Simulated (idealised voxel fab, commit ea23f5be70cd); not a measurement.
process module | voxel self aligned contacts
Section cut is 270 nm wide and gridded with 5 nm square cells.
Cross-section, as written here: a square-cell grid given band by band from the top down, where a band holds one or more rows of cells.
Heights first: top, then bottom, in nm. Then materials, left to right, each with a width in nm. "full width" on a single material: fills the band edge to edge. "empty": empty space.
A quick word on heights: they are counted from 0, and under that level the wafer as it came to us is one material throughout. The lowest band is different from the rest in having no bottom; it simply continues downward, written as in "z 0 and below".
Per-row width for "30..40": begins at first number (top row of band), ends at second number (bottom row), increment between rows held constant.
Where a step carries "nothing got changed", the cross-section came out of it unchanged, cell for cell.
Empty spaces without an open route to the top, at least 8 cells in extent, make up the entry "Closed-off voids"; each is given as width x height at distance, where the distance is measured from the left edge, and all are in nm.
The remark found on a step's line after its settings is issued by the simulator itself and pertains to that step.
overlay nm: for a step with a mask, the amount by which the mask lay right of where it was planned; a negative amount means left of it.
# Process steps foreseen in the plan
1) RECEIVE (material Si)
2) OXIDIZE (depth nm 5)
3) DIRECTIONAL_DEP (material polySi; thk nm 30)
4) DIRECTIONAL_DEP (material SiN; thk nm 20)
5) DIRECTIONAL_DEP (material aC; thk nm 10)
6) PATTERN (tone cover; mask id GATE; material resist; width nm 30; pitch nm 75; thk nm 30; overlay nm 0)
7) DIRECTIONAL_ETCH (etch materials aC; depth nm 10)
8) STRIP (etch materials resist)
9) DIRECTIONAL_ETCH (etch materials SiN; depth nm 20)
10) DIRECTIONAL_ETCH (etch materials polySi; depth nm 30)
11) STRIP (etch materials aC)
12) CONFORMAL_DEP (material SiN; thk nm 10)
13) DIRECTIONAL_ETCH (etch materials SiN; depth nm 10)
14) FILL_DEP (material SiO2; thk nm 20)
15) CMP (height nm 60)
16) DIRECTIONAL_DEP (material aC; thk nm 10)
17) PATTERN (tone open; mask id CONTACT; material resist; width nm 55; thk nm 30; overlay nm 0)
18) DIRECTIONAL_ETCH (etch materials aC; depth nm 10)
19) STRIP (etch materials resist)
20) DIRECTIONAL_ETCH (etch materials SiO2; depth nm 65)
21) STRIP (etch materials aC)
22) CONFORMAL_DEP (material TiN; thk nm 5)
23) FILL_DEP (material Ru; thk nm 5)
24) CMP (height nm 60)
25) CONFORMAL_DEP (material SiN; thk nm 5)
# Run as planned: first of two wafers
# Here's what the wafer looked like in cross-section when it arrived - that's after step 1
  z 0 and below: Si full width
  Closed-off voids: none
# How the wafer stands in section after step 2
  z 0 to -5: SiO2 full width
  No changes below -5.
# How the wafer stands in section after step 3
  z 30 to 0: polySi full width
  No changes below 0.
# How the wafer stands in section after step 4
  z 50 to 30: SiN full width
  No changes below 30.
# How the wafer stands in section after step 5
  z 60 to 50: aC full width
  No changes below 50.
# How the wafer stands in section after step 6
  z 90 to 60: empty (80); resist (30); empty (45); resist (30); empty (85)
  No changes below 60.
# How the wafer stands in section after step 7
  z 80 to 60: empty (80); resist (30); empty (45); resist (30); empty (85)
  z 60 to 50: empty (80); aC (30); empty (45); aC (30); empty (85)
  No changes below 50.
# How the wafer stands in section after step 8
  z 60 to 50: empty (80); aC (30); empty (45); aC (30); empty (85)
  No changes below 50.
# How the wafer stands in section after step 9
  z 60 to 50: empty (80); aC (30); empty (45); aC (30); empty (85)
  z 50 to 30: empty (80); SiN (30); empty (45); SiN (30); empty (85)
  No changes below 30.
# How the wafer stands in section after step 10
  z 60 to 50: empty (80); aC (30); empty (45); aC (30); empty (85)
  z 50 to 30: empty (80); SiN (30); empty (45); SiN (30); empty (85)
  z 30 to 0: empty (80); polySi (30); empty (45); polySi (30); empty (85)
  No changes below 0.
# How the wafer stands in section after step 11
  z 50 to 30: empty (80); SiN (30); empty (45); SiN (30); empty (85)
  No changes below 30.
# How the wafer stands in section after step 12
  z 60 to 30: empty (70); SiN (50); empty (25); SiN (50); empty (75)
  z 30 to 10: empty (70); SiN (10); polySi (30); SiN (10); empty (25); SiN (10); polySi (30); SiN (10); empty (75)
  z 10 to 0: SiN (80); polySi (30); SiN (45); polySi (30); SiN (85)
  No changes below 0.
# How the wafer stands in section after step 13
  z 50 to 30: empty (70); SiN (50); empty (25); SiN (50); empty (75)
  z 30 to 0: empty (70); SiN (10); polySi (30); SiN (10); empty (25); SiN (10); polySi (30); SiN (10); empty (75)
  No changes below 0.
# How the wafer stands in section after step 14
  z 70 to 50: SiO2 full width
  z 50 to 30: SiO2 (70); SiN (50); SiO2 (25); SiN (50); SiO2 (75)
  z 30 to 0: SiO2 (70); SiN (10); polySi (30); SiN (10); SiO2 (25); SiN (10); polySi (30); SiN (10); SiO2 (75)
  No changes below 0.
# How the wafer stands in section after step 15
  z 60 to 50: SiO2 full width
  No changes below 50.
# How the wafer stands in section after step 16
  z 70 to 60: aC full width
  No changes below 60.
# How the wafer stands in section after step 17
  z 100 to 70: resist (105); empty (55); resist (110)
  No changes below 70.
# How the wafer stands in section after step 18
  z 90 to 70: resist (105); empty (55); resist (110)
  z 70 to 60: aC (105); empty (55); aC (110)
  No changes below 60.
# How the wafer stands in section after step 19
  z 70 to 60: aC (105); empty (55); aC (110)
  No changes below 60.
# How the wafer stands in section after step 20
  z 70 to 60: aC (105); empty (55); aC (110)
  z 60 to 50: SiO2 (105); empty (55); SiO2 (110)
  z 50 to 30: SiO2 (70); SiN (50); empty (25); SiN (50); SiO2 (75)
  z 30 to 0: SiO2 (70); SiN (10); polySi (30); SiN (10); empty (25); SiN (10); polySi (30); SiN (10); SiO2 (75)
  z 0 to -5: SiO2 (120); empty (25); SiO2 (125)
  No changes below -5.
# How the wafer stands in section after step 21
  z 60 to 50: SiO2 (105); empty (55); SiO2 (110)
  No changes below 50.
# How the wafer stands in section after step 22
  z 65 to 60: TiN (110); empty (45); TiN (115)
  z 60 to 50: SiO2 (105); TiN (5..20); empty (45..15); TiN (5..20); SiO2 (110)
  z 50 to 30: SiO2 (70); SiN (50); TiN (5); empty (15); TiN (5); SiN (50); SiO2 (75)
  z 30 to 0: SiO2 (70); SiN (10); polySi (30); SiN (10); TiN (5); empty (15); TiN (5); SiN (10); polySi (30); SiN (10); SiO2 (75)
  z 0 to -5: SiO2 (120); TiN (25); SiO2 (125)
  No changes below -5.
# How the wafer stands in section after step 23
  z 70 to 65: Ru full width
  z 65 to 60: TiN (110); Ru (45); TiN (115)
  z 60 to 50: SiO2 (105); TiN (5..20); Ru (45..15); TiN (5..20); SiO2 (110)
  z 50 to 30: SiO2 (70); SiN (50); TiN (5); Ru (15); TiN (5); SiN (50); SiO2 (75)
  z 30 to 0: SiO2 (70); SiN (10); polySi (30); SiN (10); TiN (5); Ru (15); TiN (5); SiN (10); polySi (30); SiN (10); SiO2 (75)
  No changes below 0.
# How the wafer stands in section after step 24
  z 60 to 50: SiO2 (105); TiN (5..20); Ru (45..15); TiN (5..20); SiO2 (110)
  No changes below 50.
# How the wafer stands in section after step 25
  z 65 to 60: SiN full width
  No changes below 60.
# Second wafer, same starting state and plan as the first, one mistake in the run, identical through step 16
# Cross-section: second wafer, time at which step 17 was scheduled to end
  z 100 to 70: resist (105); empty (60); resist (105)
  No changes below 70.
# Cross-section: second wafer, time at which step 18 was scheduled to end
  z 90 to 70: resist (105); empty (60); resist (105)
  z 70 to 60: aC (105); empty (60); aC (105)
  No changes below 60.
# Cross-section: second wafer, time at which step 19 was scheduled to end
  z 70 to 60: aC (105); empty (60); aC (105)
  No changes below 60.
# Cross-section: second wafer, time at which step 20 was scheduled to end
  z 70 to 60: aC (105); empty (60); aC (105)
  z 60 to 50: SiO2 (105); empty (60); SiO2 (105)
  z 50 to 30: SiO2 (70); SiN (50); empty (25); SiN (50); SiO2 (75)
  z 30 to 0: SiO2 (70); SiN (10); polySi (30); SiN (10); empty (25); SiN (10); polySi (30); SiN (10); SiO2 (75)
  z 0 to -5: SiO2 (120); empty (25); SiO2 (125)
  No changes below -5.
# Cross-section: second wafer, time at which step 21 was scheduled to end
  z 60 to 50: SiO2 (105); empty (60); SiO2 (105)
  No changes below 50.
# Cross-section: second wafer, time at which step 22 was scheduled to end
  z 65 to 60: TiN (110); empty (50); TiN (110)
  z 60 to 50: SiO2 (105); TiN (5..20); empty (50..15); TiN (5..25); SiO2 (105)
  z 50 to 30: SiO2 (70); SiN (50); TiN (5); empty (15); TiN (5); SiN (50); SiO2 (75)
  z 30 to 0: SiO2 (70); SiN (10); polySi (30); SiN (10); TiN (5); empty (15); TiN (5); SiN (10); polySi (30); SiN (10); SiO2 (75)
  z 0 to -5: SiO2 (120); TiN (25); SiO2 (125)
  No changes below -5.
# Cross-section: second wafer, time at which step 23 was scheduled to end
  z 70 to 65: Ru full width
  z 65 to 60: TiN (110); Ru (50); TiN (110)
  z 60 to 50: SiO2 (105); TiN (5..20); Ru (50..15); TiN (5..25); SiO2 (105)
  z 50 to 30: SiO2 (70); SiN (50); TiN (5); Ru (15); TiN (5); SiN (50); SiO2 (75)
  z 30 to 0: SiO2 (70); SiN (10); polySi (30); SiN (10); TiN (5); Ru (15); TiN (5); SiN (10); polySi (30); SiN (10); SiO2 (75)
  No changes below 0.
# Cross-section: second wafer, time at which step 24 was scheduled to end
  z 60 to 50: SiO2 (105); TiN (5..20); Ru (50..15); TiN (5..25); SiO2 (105)
  No changes below 50.
# Cross-section: second wafer, time at which step 25 was scheduled to end
  z 65 to 60: SiN full width
  No changes below 60.
Where did the run depart from the plan? so step 17 ended up running with a different setting than we planned, it ran as PATTERN (tone open; mask id CONTACT; material resist; width nm 60; thk nm 30; overlay nm 0)
Final tally in cells, some materials are higher or lower on the second wafer than on the first: +1 Ru; -2 SiO2; +1 TiN
